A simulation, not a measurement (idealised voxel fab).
Process module in this document: voxel wiring stack
For reference, the cross-section in this document is cut, with width 175 nm and square cells of 5 nm.
We lay out every cross-section as a grid of square cells and spell it out in bands from the top down, where one band means one or more rows of cells. Quick guide to a band line: top height, bottom height (nm) up front; then every material left to right with its width in nm. Only one material and it's marked "everywhere"? Then it fills the band edge to edge. And "air" just means empty space. Beneath 0, the wafer as received is one material, and that level is where height counting begins. The lowest band goes on downward without a bottom; it is written like "0 and below". Width "30..40": first value at the band's top row of cells, second value at its bottom row, equal change from row to row. Any step labelled "no modifications" changed none of the cells in the cross-section. Empty spaces counting at least 8 cells and having no open way to the top are listed in "Closed cavities". The notation width x height at distance is used for each, the distance being from the left edge and all three values in nm. The remark found on a step's line after its settings is issued by the simulator itself and pertains to that step. What "overlay nm" on a step's line means: if the step has a mask, that mask lay this far to the right of its planned place, or, when the value is negative, to the left.
[Planned process steps]
1 RECEIVE,material Si
2 CONFORMAL_DEP,material SiO2,thk nm 15
3 DIRECTIONAL_DEP,material TiN,thk nm 5
4 DIRECTIONAL_DEP,material Ru,thk nm 15
5 MASKED_ETCH,tone cover,mask id METAL_1,width nm 20,pitch nm 40,etch materials Ru,depth nm 15,overlay nm 0
6 MASKED_ETCH,tone cover,mask id METAL_1,width nm 20,pitch nm 40,etch materials TiN,depth nm 5,overlay nm 0
7 CONFORMAL_DEP,material SiN,thk nm 5
8 FILL_DEP,material SiO2,thk nm 10
9 CMP,height nm 35
10 CONFORMAL_DEP,material SiCN,thk nm 5
11 DIRECTIONAL_DEP,material SiO2,thk nm 20
12 DIRECTIONAL_DEP,material aC,thk nm 10
13 PATTERN,tone open,mask id PLUG_1,material resist,width nm 15,pitch nm 80,thk nm 30,overlay nm 0
14 DIRECTIONAL_ETCH,etch materials aC,depth nm 10
15 STRIP,etch materials resist
16 DIRECTIONAL_ETCH,etch materials SiO2,depth nm 20
17 DIRECTIONAL_ETCH,etch materials SiCN,depth nm 5
18 STRIP,etch materials aC
19 CONFORMAL_DEP,material TiN,thk nm 5
20 FILL_DEP,material Ru,thk nm 5
21 CMP,height nm 60
22 CONFORMAL_DEP,material SiCN,thk nm 5
23 DIRECTIONAL_DEP,material SiO2,thk nm 15
24 MASKED_ETCH,tone open,mask id METAL_2,width nm 20,pitch nm 40,etch materials SiO2,depth nm 15,overlay nm 0
25 MASKED_ETCH,tone open,mask id METAL_2,width nm 20,pitch nm 40,etch materials SiCN,depth nm 5,overlay nm 0
26 CONFORMAL_DEP,material TiN,thk nm 5
27 FILL_DEP,material Ru,thk nm 5
28 CMP,height nm 80
29 CONFORMAL_DEP,material SiCN,thk nm 5
[Incoming wafer in cross-section (state: after step 1)]
- 0 and below: Si everywhere
- Closed cavities: none
[Cross-sectional result after module completion. Note: starting condition and plan are unchanged from above; one processing mistake was made]
- 85 down to 80: SiCN everywhere
- 80 down to 65: SiO2 35 | TiN 5 | Ru 10 | TiN 5 | SiO2 20 | TiN 5 | Ru 10 | TiN 5 | SiO2 20 | TiN 5 | Ru 10 | TiN 5 | SiO2 40
- 65 down to 60: SiCN 35 | TiN 20 | SiCN 20 | TiN 20 | SiCN 20 | TiN 20 | SiCN 40
- 60 down to 40: SiO2 35 | TiN 5 | Ru 5 | TiN 5 | SiO2 65 | TiN 5 | Ru 5 | TiN 5 | SiO2 45
- 40 down to 35: SiCN 35 | TiN 15 | SiCN 65 | TiN 15 | SiCN 45
- 35 down to 30: SiN 35 | TiN 20 | SiN 20 | TiN 20 | SiN 20 | TiN 20 | SiN 40
- 30 down to 0: SiO2 everywhere
- 0 and below: Si everywhere
- Closed cavities: none
What was the processing mistake? twice, step 2 of the plan was run
